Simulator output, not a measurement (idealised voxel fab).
process module | voxel tone inversion
cross-section cut | 200 nm wide | cells 5 nm
A cross-section is a grid of square cells, given in bands from the top down. A band is one or more rows of cells.
Each band's line starts with the height of the band's top and of its bottom, in nm. Then come its materials from left to right, each with its width in nm. One material with "throughout" fills the band from edge to edge. "air" is empty space.
Height 0 is the level under which the wafer as received is all one material. The lowest band goes on downwards, as in "0 down".
A width such as "30 to 40" changes by the same amount from each row of cells to the next, from the band's top row to its bottom row.
"no change" after a step means that no cell of the cross-section changed.
closed voids: empty space of 8 cells or more with no open way to the top, each as width x height at its distance from the left edge, in nm
after a step's settings: what the simulator itself notes on the step
overlay nm, on a step with a mask: how far to the right of its planned place the mask lay; to the left if negative
plan
1 op RECEIVE | material Si
2 op CONFORMAL_DEP | material SiN | thk nm 10
3 op DIRECTIONAL_DEP | material aC | thk nm 15
4 op PATTERN | tone cover | mask id POSTS | material resist | width nm 15 | pitch nm 35 | thk nm 20 | overlay nm 0
5 op DIRECTIONAL_ETCH | etch materials aC | depth nm 15
6 op STRIP | etch materials resist
7 op FILL_DEP | material SiO2 | thk nm 10
8 op CMP | height nm 25
9 op STRIP | etch materials aC
as received, after step 1
  0 down: Si throughout
  closed voids: none
a wafer at the end: this start, this plan, one mistake
  25 to 10: SiN 55 | air 15 | SiN 20 | air 15 | SiN 20 | air 15 | SiN 60
  10 to 0: SiN throughout
  0 down: Si throughout
  closed voids: none
what went wrong: step 7 ran as: op FILL_DEP | material SiN | thk nm 10
